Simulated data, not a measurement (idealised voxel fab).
A process module follows: voxel transistor to metal.
Shown is cross-section cut, with a width of 185 nm and square cells of size 5 nm.
Cross-section spec: square-cell grid; bands listed top down; each band is one or more rows.
Quick guide to a band line: top height, bottom height (nm) up front; then every material left to right with its width in nm. Only one material and it's marked "throughout"? Then it fills the band edge to edge. And "empty" just means empty space.
Convention: height 0 is the level below which the wafer, as received, is all one material. The lowest band does not terminate at the bottom but continues downward, represented as "0 -> down".
You'd read "30..40" like this: the band's top row of cells is as wide as the first number, its bottom row is as wide as the second, and going down, every row changes width by the same amount as the row before did.
"nothing different" (step): cross-section cells unchanged, all of them.
In "Voids, sealed" the enclosed voids are listed, meaning empty spaces of 8 cells or larger without any opening to the top. The form is width x height at distance, distance from the left edge, units nm.
Whatever follows a step's settings on its line is a remark the simulator itself makes about that step.
overlay nm: right-of-plan distance of the mask on a masked step; negative values mean left-of-plan.
Below you will find pairs of cross-sections. In each, one shows the wafer before one process step and the other after it, with the after view ending at the lowest band that changed. Under each pair is the step separating them, along with its settings. Do not assume the pairs form a chain: they can come from different runs of this module on the same starting wafer, and a pair continues from the pair above it only when its "Before processing" entry says so.
Before processing:
    120 -> 110 | Cu throughout
    110 -> 105 | TiN: 45  Cu: 10  TiN: 70  Cu: 10  TiN: 50
    105 -> 95 | lowk: 40  TiN: 5  Cu: 10  TiN: 5  lowk: 60  TiN: 5  Cu: 10  TiN: 5  lowk: 45
    95 -> 90 | lowk: 40  TiN: 5  Cu: 5  TiN: 10  lowk: 60  TiN: 5  Cu: 5  TiN: 10  lowk: 45
    90 -> 75 | lowk: 40  TiN: 5  Cu: 5  TiN: 5  lowk: 65  TiN: 5  Cu: 5  TiN: 5  lowk: 50
    75 -> 70 | SiCN: 40  TiN: 15  SiCN: 65  TiN: 15  SiCN: 50
    70 -> 65 | SiCN: 35  Ru: 30  SiCN: 50  Ru: 30  SiCN: 40
    65 -> 50 | SiO2: 40  TiN: 5  Cu: 10  TiN: 5  SiO2: 60  TiN: 5  Cu: 10  TiN: 5  SiO2: 45
    50 -> 45 | SiN: 40  TiN: 20  SiN: 60  TiN: 20  SiN: 45
    45 -> 40 | TiN: 45  Ru: 10  TiN: 70  Ru: 10  TiN: 50
    40 -> 25 | SiO2: 40  TiN: 5  Ru: 10  TiN: 5  SiO2: 60  TiN: 5  Ru: 10  TiN: 5  SiO2: 45
    25 -> 15 | SiO2: 40  TiN: 5  Ru: 10  TiN: 5  SiO2: 10  SiN: 10  SiCN: 20  SiN: 10  SiO2: 10  TiN: 5  Ru: 10  TiN: 5  SiO2: 45
    15 -> 5 | SiO2: 40  TiN: 5  Ru: 10  TiN: 5  SiO2: 10  SiN: 10  polySi: 20  SiN: 10  SiO2: 10  TiN: 5  Ru: 10  TiN: 5  SiO2: 45
    5 -> -5 | SiO2: 30  SiN: 10  TiN: 5..10  Ru: 10..5  TiN: 5  SiO2: 10  SiN: 10  polySi: 20  SiN: 10  SiO2: 10  TiN: 5  Ru: 10..5  TiN: 5..10  SiN: 10  SiO2: 35
    -5 -> -10 | SiO2: 40  nSi: 5  TiN: 15  SiO2: 5  nSi: 5  SiO2: 40  nSi: 5  SiO2: 5  TiN: 15  nSi: 5  SiO2: 45
    -10 -> -15 | SiO2: 35  Si: 5  nSi: 30  Si: 40  nSi: 30  Si: 5  SiO2: 40
    -15 -> -35 | SiO2: 35  Si: 110  SiO2: 40
    -35 -> down | Si throughout
    Voids, sealed: none
Post-Step Appearance:
    105 -> 95 | lowk: 40  TiN: 5  Cu: 10  TiN: 5  lowk: 60  TiN: 5  Cu: 10  TiN: 5  lowk: 45
    At heights below 95, the structure remains unaltered.
    Voids, sealed: none
Formally, the process step situated between the two cross-sections above is CMP with height nm 105
Before processing: carried over from the after image of the pair right above.
Post-Step Appearance:
    110 -> 105 | SiCN throughout
    At heights below 105, the structure remains unaltered.
    Voids, sealed: none
Formally, the process step situated between the two cross-sections above is CONFORMAL_DEP with material SiCN, thk nm 5
Before processing:
    15 -> 0 | SiN throughout
    0 -> -5 | SiO2 throughout
    -5 -> down | Si throughout
    Voids, sealed: none
Post-Step Appearance:
    15 -> 0 | empty: 40  SiN: 105  empty: 40
    At heights below 0, the structure remains unaltered.
    Voids, sealed: none
Formally, the process step situated between the two cross-sections above is MASKED_ETCH with tone cover, mask id ACTIVE, width nm 105, etch materials SiN, depth nm 15, overlay nm 0
Before processing: carried over from the after image of the pair right above.
Post-Step Appearance:
    15 -> 0 | empty: 40  SiN: 105  empty: 40
    0 -> -5 | empty: 35  SiO2: 110  empty: 40
    At heights below -5, the structure remains unaltered.
    Voids, sealed: none
Formally, the process step situated between the two cross-sections above is MASKED_ETCH with tone cover, mask id ACTIVE, width nm 110, etch materials SiO2, depth nm 5, overlay nm 0
Before processing: carried over from the after image of the pair right above.
Post-Step Appearance:
    15 -> 0 | empty: 40  SiN: 105  empty: 40
    0 -> -5 | empty: 35  SiO2: 110  empty: 40
    -5 -> -35 | empty: 35  Si: 110  empty: 40
    At heights below -35, the structure remains unaltered.
    Voids, sealed: none
Formally, the process step situated between the two cross-sections above is MASKED_ETCH with tone cover, mask id ACTIVE, width nm 110, etch materials Si, depth nm 30, overlay nm 0
Before processing: carried over from the after image of the pair right above.
Post-Step Appearance:
    25 -> 15 | SiO2 throughout
    15 -> 0 | SiO2: 40  SiN: 105  SiO2: 40
    0 -> -5 | SiO2 throughout
    -5 -> -35 | SiO2: 35  Si: 110  SiO2: 40
    At heights below -35, the structure remains unaltered.
    Voids, sealed: none
Formally, the process step situated between the two cross-sections above is FILL_DEP with material SiO2, thk nm 10
Before processing: carried over from the after image of the pair right above.
Post-Step Appearance:
    15 -> 0 | SiO2: 40  SiN: 105  SiO2: 40
    At heights below 0, the structure remains unaltered.
    Voids, sealed: none
Formally, the process step situated between the two cross-sections above is CMP with height nm 15
Before processing: carried over from the after image of the pair right above.
Post-Step Appearance:
    15 -> 10 | empty: 40  SiN: 105  empty: 40
    At heights below 10, the structure remains unaltered.
    Voids, sealed: none
Formally, the process step situated between the two cross-sections above is SELECTIVE_ETCH with etch materials SiO2, depth nm 5
Before processing: carried over from the after image of the pair right above.
Post-Step Appearance:
    10 -> 0 | SiO2: 40  empty: 105  SiO2: 40
    At heights below 0, the structure remains unaltered.
    Voids, sealed: none
Formally, the process step situated between the two cross-sections above is STRIP with etch materials SiN
Before processing: carried over from the after image of the pair right above.
Post-Step Appearance:
    5 -> -5 | SiO2: 35  empty: 115  SiO2: 35
    At heights below -5, the structure remains unaltered.
    Voids, sealed: none
Formally, the process step situated between the two cross-sections above is SELECTIVE_ETCH with etch materials SiO2, depth nm 5
Before processing: carried over from the after image of the pair right above.
Post-Step Appearance:
    5 -> -5 | SiO2: 35  empty: 115  SiO2: 35
    -5 -> -10 | SiO2 throughout
    At heights below -10, the structure remains unaltered.
    Voids, sealed: none
Formally, the process step situated between the two cross-sections above is OXIDIZE with depth nm 5
Before processing: carried over from the after image of the pair right above.
Post-Step Appearance:
    25 -> 15 | polySi: 35  empty: 115  polySi: 35
    15 -> 5 | polySi throughout
    5 -> -5 | SiO2: 35  polySi: 115  SiO2: 35
    At heights below -5, the structure remains unaltered.
    Voids, sealed: none
Formally, the process step situated between the two cross-sections above is DIRECTIONAL_DEP with material polySi, thk nm 20
Before processing: carried over from the after image of the pair right above.
Post-Step Appearance:
    40 -> 30 | SiCN: 35  empty: 115  SiCN: 35
    30 -> 25 | SiCN throughout
    25 -> 15 | polySi: 35  SiCN: 115  polySi: 35
    At heights below 15, the structure remains unaltered.
    Voids, sealed: none
Formally, the process step situated between the two cross-sections above is DIRECTIONAL_DEP with material SiCN, thk nm 15
Before processing: carried over from the after image of the pair right above.
Post-Step Appearance:
    30 -> 25 | empty: 80  SiCN: 20  empty: 85
    25 -> 15 | polySi: 35  empty: 45  SiCN: 20  empty: 50  polySi: 35
    At heights below 15, the structure remains unaltered.
    Voids, sealed: none
Formally, the process step situated between the two cross-sections above is MASKED_ETCH with tone cover, mask id GATE, width nm 20, etch materials SiCN, depth nm 25, overlay nm 0
Before processing: carried over from the after image of the pair right above.
Post-Step Appearance:
    30 -> 15 | empty: 80  SiCN: 20  empty: 85
    15 -> 5 | empty: 80  polySi: 20  empty: 85
    5 -> -5 | SiO2: 35  empty: 45  polySi: 20  empty: 50  SiO2: 35
    At heights below -5, the structure remains unaltered.
    Voids, sealed: none
Formally, the process step situated between the two cross-sections above is MASKED_ETCH with tone cover, mask id GATE, width nm 20, etch materials polySi, depth nm 30, overlay nm 0
Before processing: carried over from the after image of the pair right above.
Post-Step Appearance:
    40 -> 30 | empty: 70  SiN: 40  empty: 75
    30 -> 15 | empty: 70  SiN: 10  SiCN: 20  SiN: 10  empty: 75
    15 -> 5 | SiN: 45  empty: 25  SiN: 10  polySi: 20  SiN: 10  empty: 30  SiN: 45
    5 -> -5 | SiO2: 35  SiN: 45  polySi: 20  SiN: 50  SiO2: 35
    At heights below -5, the structure remains unaltered.
    Voids, sealed: none
Formally, the process step situated between the two cross-sections above is CONFORMAL_DEP with material SiN, thk nm 10
Before processing: carried over from the after image of the pair right above.
Post-Step Appearance:
    30 -> 15 | empty: 70  SiN: 10  SiCN: 20  SiN: 10  empty: 75
    15 -> 5 | empty: 70  SiN: 10  polySi: 20  SiN: 10  empty: 75
    5 -> -5 | SiO2: 35  SiN: 10  empty: 25  SiN: 10  polySi: 20  SiN: 10  empty: 30  SiN: 10  SiO2: 35
    At heights below -5, the structure remains unaltered.
    Voids, sealed: none
Formally, the process step situated between the two cross-sections above is DIRECTIONAL_ETCH with etch materials SiN, depth nm 10
Before processing: carried over from the after image of the pair right above.
Post-Step Appearance:
    30 -> 15 | empty: 70  SiN: 10  SiCN: 20  SiN: 10  empty: 75
    15 -> 5 | empty: 70  SiN: 10  polySi: 20  SiN: 10  empty: 75
    5 -> 0 | empty: 35  SiN: 10  empty: 25  SiN: 10  polySi: 20  SiN: 10  empty: 30  SiN: 10  empty: 35
    0 -> -5 | SiO2: 35  SiN: 10  empty: 25  SiN: 10  polySi: 20  SiN: 10  empty: 30  SiN: 10  SiO2: 35
    -5 -> -10 | SiO2: 45  empty: 25  SiO2: 40  empty: 30  SiO2: 45
    At heights below -10, the structure remains unaltered.
    Voids, sealed: none
Formally, the process step situated between the two cross-sections above is DIRECTIONAL_ETCH with etch materials SiO2, depth nm 5
Before processing: carried over from the after image of the pair right above.
Post-Step Appearance:
    30 -> 15 | empty: 70  SiN: 10  SiCN: 20  SiN: 10  empty: 75
    15 -> 5 | empty: 70  SiN: 10  polySi: 20  SiN: 10  empty: 75
    5 -> 0 | empty: 35  SiN: 10  empty: 25  SiN: 10  polySi: 20  SiN: 10  empty: 30  SiN: 10  empty: 35
    0 -> -5 | SiO2: 35  SiN: 10  empty: 25  SiN: 10  polySi: 20  SiN: 10  empty: 30  SiN: 10  SiO2: 35
    -5 -> -10 | SiO2: 45  empty: 25  SiO2: 40  empty: 30  SiO2: 45
    -10 -> -15 | SiO2: 35  Si: 10  empty: 25  Si: 40  empty: 30  Si: 5  SiO2: 40
    At heights below -15, the structure remains unaltered.
    Voids, sealed: none
Formally, the process step situated between the two cross-sections above is DIRECTIONAL_ETCH with etch materials Si, depth nm 5
Before processing: carried over from the after image of the pair right above.
Post-Step Appearance:
    30 -> 15 | empty: 70  SiN: 10  SiCN: 20  SiN: 10  empty: 75
    15 -> 5 | empty: 70  SiN: 10  polySi: 20  SiN: 10  empty: 75
    5 -> 0 | empty: 35  SiN: 10  empty: 25  SiN: 10  polySi: 20  SiN: 10  empty: 30  SiN: 10  empty: 35
    0 -> -5 | SiO2: 35  SiN: 10  empty: 25  SiN: 10  polySi: 20  SiN: 10  empty: 30  SiN: 10  SiO2: 35
    -5 -> -10 | SiO2: 45  nSi: 5  empty: 15  nSi: 5  SiO2: 40  nSi: 5  empty: 20  nSi: 5  SiO2: 45
    -10 -> -15 | SiO2: 35  Si: 10  nSi: 25  Si: 40  nSi: 30  Si: 5  SiO2: 40
    At heights below -15, the structure remains unaltered.
    Voids, sealed: none
Formally, the process step situated between the two cross-sections above is EPI with material nSi, thk nm 5
Before processing: carried over from the after image of the pair right above.
Post-Step Appearance:
    35 -> 30 | SiO2 throughout
    30 -> 15 | SiO2: 70  SiN: 10  SiCN: 20  SiN: 10  SiO2: 75
    15 -> 5 | SiO2: 70  SiN: 10  polySi: 20  SiN: 10  SiO2: 75
    5 -> -5 | SiO2: 35  SiN: 10  SiO2: 25  SiN: 10  polySi: 20  SiN: 10  SiO2: 30  SiN: 10  SiO2: 35
    -5 -> -10 | SiO2: 45  nSi: 5  SiO2: 15  nSi: 5  SiO2: 40  nSi: 5  SiO2: 20  nSi: 5  SiO2: 45
    At heights below -10, the structure remains unaltered.
    Voids, sealed: none
Formally, the process step situated between the two cross-sections above is FILL_DEP with material SiO2, thk nm 5
Before processing: carried over from the after image of the pair right above.
Post-Step Appearance:
    30 -> 15 | SiO2: 70  SiN: 10  SiCN: 20  SiN: 10  SiO2: 75
    At heights below 15, the structure remains unaltered.
    Voids, sealed: none
Formally, the process step situated between the two cross-sections above is CMP with height nm 30
Before processing: carried over from the after image of the pair right above.
Post-Step Appearance:
    45 -> 30 | SiO2 throughout
    At heights below 30, the structure remains unaltered.
    Voids, sealed: none
Formally, the process step situated between the two cross-sections above is DIRECTIONAL_DEP with material SiO2, thk nm 15
Before processing: carried over from the after image of the pair right above.
Post-Step Appearance:
    55 -> 45 | aC throughout
    At heights below 45, the structure remains unaltered.
    Voids, sealed: none
Formally, the process step situated between the two cross-sections above is DIRECTIONAL_DEP with material aC, thk nm 10
Before processing: carried over from the after image of the pair right above.
Post-Step Appearance:
    85 -> 55 | resist: 40  empty: 20  resist: 60  empty: 20  resist: 45
    At heights below 55, the structure remains unaltered.
    Voids, sealed: none
Formally, the process step situated between the two cross-sections above is PATTERN with tone open, mask id CONTACT, material resist, width nm 20, pitch nm 80, thk nm 30, overlay nm 0
Before processing: carried over from the after image of the pair right above.
Post-Step Appearance:
    75 -> 55 | resist: 40  empty: 20  resist: 60  empty: 20  resist: 45
    55 -> 45 | aC: 40  empty: 20  aC: 60  empty: 20  aC: 45
    At heights below 45, the structure remains unaltered.
    Voids, sealed: none
Formally, the process step situated between the two cross-sections above is DIRECTIONAL_ETCH with etch materials aC, depth nm 10
Before processing: carried over from the after image of the pair right above.
Post-Step Appearance:
    55 -> 45 | aC: 40  empty: 20  aC: 60  empty: 20  aC: 45
    At heights below 45, the structure remains unaltered.
    Voids, sealed: none
Formally, the process step situated between the two cross-sections above is STRIP with etch materials resist
Before processing: carried over from the after image of the pair right above.
Post-Step Appearance:
    55 -> 45 | aC: 40  empty: 20  aC: 60  empty: 20  aC: 45
    45 -> 30 | SiO2: 40  empty: 20  SiO2: 60  empty: 20  SiO2: 45
    30 -> 15 | SiO2: 40  empty: 20  SiO2: 10  SiN: 10  SiCN: 20  SiN: 10  SiO2: 10  empty: 20  SiO2: 45
    15 -> 5 | SiO2: 40  empty: 20  SiO2: 10  SiN: 10  polySi: 20  SiN: 10  SiO2: 10  empty: 20  SiO2: 45
    5 -> -5 | SiO2: 35  SiN: 10  empty: 15  SiO2: 10  SiN: 10  polySi: 20  SiN: 10  SiO2: 10  empty: 20  SiN: 10  SiO2: 35
    -5 -> -10 | SiO2: 45  nSi: 5  empty: 10  SiO2: 5  nSi: 5  SiO2: 40  nSi: 5  SiO2: 5  empty: 15  nSi: 5  SiO2: 45
    At heights below -10, the structure remains unaltered.
    Voids, sealed: none
Formally, the process step situated between the two cross-sections above is DIRECTIONAL_ETCH with etch materials SiO2, depth nm 55
Before processing: carried over from the after image of the pair right above.
Post-Step Appearance:
    45 -> 30 | SiO2: 40  empty: 20  SiO2: 60  empty: 20  SiO2: 45
    At heights below 30, the structure remains unaltered.
    Voids, sealed: none
Formally, the process step situated between the two cross-sections above is STRIP with etch materials aC
Before processing: carried over from the after image of the pair right above.
Post-Step Appearance:
    50 -> 45 | TiN: 45  empty: 10  TiN: 70  empty: 10  TiN: 50
    45 -> 30 | SiO2: 40  TiN: 5  empty: 10  TiN: 5  SiO2: 60  TiN: 5  empty: 10  TiN: 5  SiO2: 45
    30 -> 15 | SiO2: 40  TiN: 5  empty: 10  TiN: 5  SiO2: 10  SiN: 10  SiCN: 20  SiN: 10  SiO2: 10  TiN: 5  empty: 10  TiN: 5  SiO2: 45
    15 -> 5 | SiO2: 40  TiN: 5..10  empty: 10..5  TiN: 5  SiO2: 10  SiN: 10  polySi: 20  SiN: 10  SiO2: 10  TiN: 5  empty: 10  TiN: 5  SiO2: 45
    5 -> 0 | SiO2: 35  SiN: 10  TiN: 5  empty: 5  TiN: 5  SiO2: 10  SiN: 10  polySi: 20  SiN: 10  SiO2: 10  TiN: 5  empty: 10  TiN: 5  SiN: 10  SiO2: 35
    0 -> -5 | SiO2: 35  SiN: 10  TiN: 15  SiO2: 10  SiN: 10  polySi: 20  SiN: 10  SiO2: 10  TiN: 5  empty: 5  TiN: 10  SiN: 10  SiO2: 35
    -5 -> -10 | SiO2: 45  nSi: 5  TiN: 10  SiO2: 5  nSi: 5  SiO2: 40  nSi: 5  SiO2: 5  TiN: 15  nSi: 5  SiO2: 45
    At heights below -10, the structure remains unaltered.
    Voids, sealed: none
Formally, the process step situated between the two cross-sections above is CONFORMAL_DEP with material TiN, thk nm 5
Before processing: carried over from the after image of the pair right above.
Post-Step Appearance:
    60 -> 50 | Ru throughout
    50 -> 45 | TiN: 45  Ru: 10  TiN: 70  Ru: 10  TiN: 50
    45 -> 30 | SiO2: 40  TiN: 5  Ru: 10  TiN: 5  SiO2: 60  TiN: 5  Ru: 10  TiN: 5  SiO2: 45
    30 -> 15 | SiO2: 40  TiN: 5  Ru: 10  TiN: 5  SiO2: 10  SiN: 10  SiCN: 20  SiN: 10  SiO2: 10  TiN: 5  Ru: 10  TiN: 5  SiO2: 45
    15 -> 5 | SiO2: 40  TiN: 5..10  Ru: 10..5  TiN: 5  SiO2: 10  SiN: 10  polySi: 20  SiN: 10  SiO2: 10  TiN: 5  Ru: 10  TiN: 5  SiO2: 45
    5 -> 0 | SiO2: 35  SiN: 10  TiN: 5  Ru: 5  TiN: 5  SiO2: 10  SiN: 10  polySi: 20  SiN: 10  SiO2: 10  TiN: 5  Ru: 10  TiN: 5  SiN: 10  SiO2: 35
    0 -> -5 | SiO2: 35  SiN: 10  TiN: 15  SiO2: 10  SiN: 10  polySi: 20  SiN: 10  SiO2: 10  TiN: 5  Ru: 5  TiN: 10  SiN: 10  SiO2: 35
    At heights below -5, the structure remains unaltered.
    Voids, sealed: none
Formally, the process step situated between the two cross-sections above is FILL_DEP with material Ru, thk nm 10
Before processing: carried over from the after image of the pair right above.
Post-Step Appearance:
    45 -> 30 | SiO2: 40  TiN: 5  Ru: 10  TiN: 5  SiO2: 60  TiN: 5  Ru: 10  TiN: 5  SiO2: 45
    At heights below 30, the structure remains unaltered.
    Voids, sealed: none
Formally, the process step situated between the two cross-sections above is CMP with height nm 45
Before processing: carried over from the after image of the pair right above.
Post-Step Appearance:
    50 -> 45 | SiN throughout
    At heights below 45, the structure remains unaltered.
    Voids, sealed: none
Formally, the process step situated between the two cross-sections above is CONFORMAL_DEP with material SiN, thk nm 5
Before processing: carried over from the after image of the pair right above.
Post-Step Appearance:
    65 -> 50 | SiO2 throughout
    At heights below 50, the structure remains unaltered.
    Voids, sealed: none
Formally, the process step situated between the two cross-sections above is DIRECTIONAL_DEP with material SiO2, thk nm 15
Before processing: carried over from the after image of the pair right above.
Post-Step Appearance:
    65 -> 50 | SiO2: 40  empty: 20  SiO2: 60  empty: 20  SiO2: 45
    At heights below 50, the structure remains unaltered.
    Voids, sealed: none
Formally, the process step situated between the two cross-sections above is MASKED_ETCH with tone open, mask id METAL_1, width nm 20, pitch nm 80, etch materials SiO2, depth nm 15, overlay nm 0
Before processing: carried over from the after image of the pair right above.
Post-Step Appearance:
    65 -> 50 | SiO2: 40  empty: 20  SiO2: 60  empty: 20  SiO2: 45
    50 -> 45 | SiN: 40  empty: 20  SiN: 60  empty: 20  SiN: 45
    At heights below 45, the structure remains unaltered.
    Voids, sealed: none
Formally, the process step situated between the two cross-sections above is MASKED_ETCH with tone open, mask id METAL_1, width nm 20, pitch nm 80, etch materials SiN, depth nm 5, overlay nm 0
Before processing: carried over from the after image of the pair right above.
Post-Step Appearance:
    70 -> 65 | TiN: 45  empty: 10  TiN: 70  empty: 10  TiN: 50
    65 -> 50 | SiO2: 40  TiN: 5  empty: 10  TiN: 5  SiO2: 60  TiN: 5  empty: 10  TiN: 5  SiO2: 45
    50 -> 45 | SiN: 40  TiN: 20  SiN: 60  TiN: 20  SiN: 45
    At heights below 45, the structure remains unaltered.
    Voids, sealed: none
Formally, the process step situated between the two cross-sections above is CONFORMAL_DEP with material TiN, thk nm 5
Before processing: carried over from the after image of the pair right above.
Post-Step Appearance:
    75 -> 70 | Cu throughout
    70 -> 65 | TiN: 45  Cu: 10  TiN: 70  Cu: 10  TiN: 50
    65 -> 50 | SiO2: 40  TiN: 5  Cu: 10  TiN: 5  SiO2: 60  TiN: 5  Cu: 10  TiN: 5  SiO2: 45
    At heights below 50, the structure remains unaltered.
    Voids, sealed: none
Formally, the process step situated between the two cross-sections above is FILL_DEP with material Cu, thk nm 5
Before processing: carried over from the after image of the pair right above.
Post-Step Appearance:
    65 -> 50 | SiO2: 40  TiN: 5  Cu: 10  TiN: 5  SiO2: 60  TiN: 5  Cu: 10  TiN: 5  SiO2: 45
    At heights below 50, the structure remains unaltered.
    Voids, sealed: none
Formally, the process step situated between the two cross-sections above is CMP with height nm 65
Before processing: carried over from the after image of the pair right above.
Post-Step Appearance:
    70 -> 65 | empty: 35  Ru: 30  empty: 50  Ru: 30  empty: 40
    At heights below 65, the structure remains unaltered.
    Voids, sealed: none
Formally, the process step situated between the two cross-sections above is EPI with material Ru, thk nm 5
Before processing: carried over from the after image of the pair right above.
Post-Step Appearance:
    75 -> 70 | SiCN throughout
    70 -> 65 | SiCN: 35  Ru: 30  SiCN: 50  Ru: 30  SiCN: 40
    At heights below 65, the structure remains unaltered.
    Voids, sealed: none
Formally, the process step situated between the two cross-sections above is FILL_DEP with material SiCN, thk nm 5
Before processing: carried over from the after image of the pair right above.
Post-Step Appearance:
    105 -> 75 | lowk throughout
    At heights below 75, the structure remains unaltered.
    Voids, sealed: none
Formally, the process step situated between the two cross-sections above is DIRECTIONAL_DEP with material lowk, thk nm 30
Before processing: carried over from the after image of the pair right above.
Post-Step Appearance:
    105 -> 90 | lowk: 40  empty: 20  lowk: 60  empty: 20  lowk: 45
    At heights below 90, the structure remains unaltered.
    Voids, sealed: none
Formally, the process step situated between the two cross-sections above is MASKED_ETCH with tone open, mask id METAL_2, width nm 20, pitch nm 80, etch materials lowk, depth nm 15, overlay nm 0
Before processing: carried over from the after image of the pair right above.
Post-Step Appearance:
    120 -> 105 | resist: 40  empty: 15  resist: 65  empty: 15  resist: 50
    105 -> 90 | lowk: 40  empty: 15  resist: 5  lowk: 60  empty: 15  resist: 5  lowk: 45
    At heights below 90, the structure remains unaltered.
    Voids, sealed: none
Formally, the process step situated between the two cross-sections above is PATTERN with tone open, mask id METAL_2_HOLES, material resist, width nm 15, pitch nm 80, thk nm 15, overlay nm 0
Before processing: carried over from the after image of the pair right above.
Post-Step Appearance:
    120 -> 105 | resist: 40  empty: 15  resist: 65  empty: 15  resist: 50
    105 -> 90 | lowk: 40  empty: 15  resist: 5  lowk: 60  empty: 15  resist: 5  lowk: 45
    90 -> 75 | lowk: 40  empty: 15  lowk: 65  empty: 15  lowk: 50
    At heights below 75, the structure remains unaltered.
    Voids, sealed: none
Formally, the process step situated between the two cross-sections above is DIRECTIONAL_ETCH with etch materials lowk, depth nm 15
Before processing: carried over from the after image of the pair right above.
Post-Step Appearance:
    120 -> 105 | resist: 40  empty: 15  resist: 65  empty: 15  resist: 50
    105 -> 90 | lowk: 40  empty: 15  resist: 5  lowk: 60  empty: 15  resist: 5  lowk: 45
    90 -> 75 | lowk: 40  empty: 15  lowk: 65  empty: 15  lowk: 50
    75 -> 70 | SiCN: 40  empty: 15  SiCN: 65  empty: 15  SiCN: 50
    At heights below 70, the structure remains unaltered.
    Voids, sealed: none
Formally, the process step situated between the two cross-sections above is DIRECTIONAL_ETCH with etch materials SiCN, depth nm 5
Before processing: carried over from the after image of the pair right above.
Post-Step Appearance:
    105 -> 90 | lowk: 40  empty: 20  lowk: 60  empty: 20  lowk: 45
    At heights below 90, the structure remains unaltered.
    Voids, sealed: none
Formally, the process step situated between the two cross-sections above is STRIP with etch materials resist
Before processing: carried over from the after image of the pair right above.
Post-Step Appearance:
    110 -> 105 | TiN: 45  empty: 10  TiN: 70  empty: 10  TiN: 50
    105 -> 95 | lowk: 40  TiN: 5  empty: 10  TiN: 5  lowk: 60  TiN: 5  empty: 10  TiN: 5  lowk: 45
    95 -> 90 | lowk: 40  TiN: 5  empty: 5  TiN: 10  lowk: 60  TiN: 5  empty: 5  TiN: 10  lowk: 45
    90 -> 75 | lowk: 40  TiN: 5  empty: 5  TiN: 5  lowk: 65  TiN: 5  empty: 5  TiN: 5  lowk: 50
    75 -> 70 | SiCN: 40  TiN: 15  SiCN: 65  TiN: 15  SiCN: 50
    At heights below 70, the structure remains unaltered.
    Voids, sealed: none
Formally, the process step situated between the two cross-sections above is CONFORMAL_DEP with material TiN, thk nm 5
Before processing: carried over from the after image of the pair right above.
Post-Step Appearance:
    120 -> 110 | Cu throughout
    110 -> 105 | TiN: 45  Cu: 10  TiN: 70  Cu: 10  TiN: 50
    105 -> 95 | lowk: 40  TiN: 5  Cu: 10  TiN: 5  lowk: 60  TiN: 5  Cu: 10  TiN: 5  lowk: 45
    95 -> 90 | lowk: 40  TiN: 5  Cu: 5  TiN: 10  lowk: 60  TiN: 5  Cu: 5  TiN: 10  lowk: 45
    90 -> 75 | lowk: 40  TiN: 5  Cu: 5  TiN: 5  lowk: 65  TiN: 5  Cu: 5  TiN: 5  lowk: 50
    At heights below 75, the structure remains unaltered.
    Voids, sealed: none
Formally, the process step situated between the two cross-sections above is FILL_DEP with material Cu, thk nm 10
Before processing: carried over from the after image of the pair right above.
Post-Step Appearance:
    105 -> 95 | lowk: 40  TiN: 5  Cu: 10  TiN: 5  lowk: 60  TiN: 5  Cu: 10  TiN: 5  lowk: 45
    At heights below 95, the structure remains unaltered.
    Voids, sealed: none
Formally, the process step situated between the two cross-sections above is CMP with height nm 105
Before processing: carried over from the after image of the pair right above.
Post-Step Appearance:
    110 -> 105 | SiCN throughout
    At heights below 105, the structure remains unaltered.
    Voids, sealed: none
Formally, the process step situated between the two cross-sections above is CONFORMAL_DEP with material SiCN, thk nm 5
Before processing:
    65 -> 50 | SiO2 throughout
    50 -> 45 | SiN throughout
    45 -> 30 | SiO2: 40  TiN: 5  Ru: 10  TiN: 5  SiO2: 60  TiN: 5  Ru: 10  TiN: 5  SiO2: 45
    30 -> 15 | SiO2: 40  TiN: 5  Ru: 10  TiN: 5  SiO2: 10  SiN: 10  SiCN: 20  SiN: 10  SiO2: 10  TiN: 5  Ru: 10  TiN: 5  SiO2: 45
    15 -> 5 | SiO2: 40  TiN: 5  Ru: 10  TiN: 5  SiO2: 10  SiN: 10  polySi: 20  SiN: 10  SiO2: 10  TiN: 5  Ru: 10  TiN: 5  SiO2: 45
    5 -> -5 | SiO2: 30  SiN: 10  TiN: 5..10  Ru: 10..5  TiN: 5  SiO2: 10  SiN: 10  polySi: 20  SiN: 10  SiO2: 10  TiN: 5  Ru: 10..5  TiN: 5..10  SiN: 10  SiO2: 35
    -5 -> -10 | SiO2: 40  nSi: 5  TiN: 15  SiO2: 5  nSi: 5  SiO2: 40  nSi: 5  SiO2: 5  TiN: 15  nSi: 5  SiO2: 45
    -10 -> -15 | SiO2: 35  Si: 5  nSi: 30  Si: 40  nSi: 30  Si: 5  SiO2: 40
    -15 -> -35 | SiO2: 35  Si: 110  SiO2: 40
    -35 -> down | Si throughout
    Voids, sealed: none
Post-Step Appearance:
    65 -> 50 | SiO2: 35  empty: 20  SiO2: 60  empty: 20  SiO2: 50
    At heights below 50, the structure remains unaltered.
    Voids, sealed: none
Formally, the process step situated between the two cross-sections above is MASKED_ETCH with tone open, mask id METAL_1, width nm 20, pitch nm 80, etch materials SiO2, depth nm 15, overlay nm -5
Before processing: carried over from the after image of the pair right above.
Post-Step Appearance:
    65 -> 50 | SiO2: 35  empty: 20  SiO2: 60  empty: 20  SiO2: 50
    50 -> 45 | SiN: 40  empty: 15  SiN: 65  empty: 15  SiN: 50
    At heights below 45, the structure remains unaltered.
    Voids, sealed: none
Formally, the process step situated between the two cross-sections above is MASKED_ETCH with tone open, mask id METAL_1, width nm 20, pitch nm 80, etch materials SiN, depth nm 5, overlay nm 0
Before processing: carried over from the after image of the pair right above.
Post-Step Appearance:
    70 -> 65 | TiN: 40  empty: 10  TiN: 70  empty: 10  TiN: 55
    65 -> 55 | SiO2: 35  TiN: 5  empty: 10  TiN: 5  SiO2: 60  TiN: 5  empty: 10  TiN: 5  SiO2: 50
    55 -> 50 | SiO2: 35  TiN: 10  empty: 5  TiN: 5  SiO2: 60  TiN: 10  empty: 5  TiN: 5  SiO2: 50
    50 -> 45 | SiN: 40  TiN: 15  SiN: 65  TiN: 15  SiN: 50
    At heights below 45, the structure remains unaltered.
    Voids, sealed: none
Formally, the process step situated between the two cross-sections above is CONFORMAL_DEP with material TiN, thk nm 5
Before processing: carried over from the after image of the pair right above.
Post-Step Appearance:
    75 -> 70 | Cu throughout
    70 -> 65 | TiN: 40  Cu: 10  TiN: 70  Cu: 10  TiN: 55
    65 -> 55 | SiO2: 35  TiN: 5  Cu: 10  TiN: 5  SiO2: 60  TiN: 5  Cu: 10  TiN: 5  SiO2: 50
    55 -> 50 | SiO2: 35  TiN: 10  Cu: 5  TiN: 5  SiO2: 60  TiN: 10  Cu: 5  TiN: 5  SiO2: 50
    At heights below 50, the structure remains unaltered.
    Voids, sealed: none
Formally, the process step situated between the two cross-sections above is FILL_DEP with material Cu, thk nm 5
